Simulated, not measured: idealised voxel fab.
process module | voxel self aligned vias
cross-section cut | 220 nm wide | cells 5 nm
A cross-section is a grid of square cells, given in bands from the top down. A band is one or more rows of cells.
Each band's line starts with the height of the band's top and of its bottom, in nm. Then come its materials from left to right, each with its width in nm. One material with "throughout" fills the band from edge to edge. "air" is empty space.
Height 0 is the level under which the wafer as received is all one material. The lowest band goes on downwards, as in "0 down".
A width such as "30 to 40" changes by the same amount from each row of cells to the next, from the band's top row to its bottom row.
"no change" after a step means that no cell of the cross-section changed.
closed voids: empty space of 8 cells or more with no open way to the top, each as width x height at its distance from the left edge, in nm
after a step's settings: what the simulator itself notes on the step
overlay nm, on a step with a mask: how far to the right of its planned place the mask lay; to the left if negative
plan
1 op RECEIVE | material Si
2 op CONFORMAL_DEP | material SiO2 | thk nm 15
3 op CONFORMAL_DEP | material SiCN | thk nm 5
4 op DIRECTIONAL_DEP | material SiO2 | thk nm 30
5 op PATTERN | tone open | mask id LINES | material resist | width nm 20 | pitch nm 50 | thk nm 15 | overlay nm 0
6 op DIRECTIONAL_ETCH | etch materials SiO2 | depth nm 30
7 op STRIP | etch materials resist
8 op CONFORMAL_DEP | material TiN | thk nm 5
9 op FILL_DEP | material Ru | thk nm 5
10 op CMP | height nm 50
11 op SELECTIVE_ETCH | etch materials W Ru TiN | depth nm 10
12 op FILL_DEP | material SiN | thk nm 10
13 op CMP | height nm 50
14 op DIRECTIONAL_DEP | material SiO2 | thk nm 20
15 op DIRECTIONAL_DEP | material aC | thk nm 10
16 op PATTERN | tone open | mask id VIAS | material resist | width nm 30 | thk nm 30 | overlay nm 0
17 op DIRECTIONAL_ETCH | etch materials aC | depth nm 10
18 op STRIP | etch materials resist
19 op DIRECTIONAL_ETCH | etch materials SiO2 | depth nm 20
20 op DIRECTIONAL_ETCH | etch materials SiN | depth nm 10
21 op STRIP | etch materials aC
22 op CONFORMAL_DEP | material TiN | thk nm 5
23 op FILL_DEP | material Ru | thk nm 5
24 op CMP | height nm 70
25 op CONFORMAL_DEP | material SiCN | thk nm 5
as received, after step 1
  0 down: Si throughout
  closed voids: none
a wafer at the end: this start, this plan, one mistake
  75 to 70: SiCN throughout
  70 to 55: SiO2 70 | TiN 5 | Ru 20 | TiN 5 | SiO2 120
  55 to 50: SiO2 70 | TiN 10 | Ru 10 | TiN 10 | SiO2 120
  50 to 45: SiO2 75 | TiN 5 | Ru 10 | TiN 5 | SiO2 30 | SiN 20 | SiO2 75
  45 to 40: SiO2 75 | TiN 20 | SiO2 30 | SiN 20 | SiO2 75
  40 to 35: SiO2 75 | TiN 20 | SiO2 30 | TiN 20 | SiO2 75
  35 to 30: SiCN throughout
  30 to 0: SiO2 throughout
  0 down: Si throughout
  closed voids: none
what went wrong: step 2 was run twice
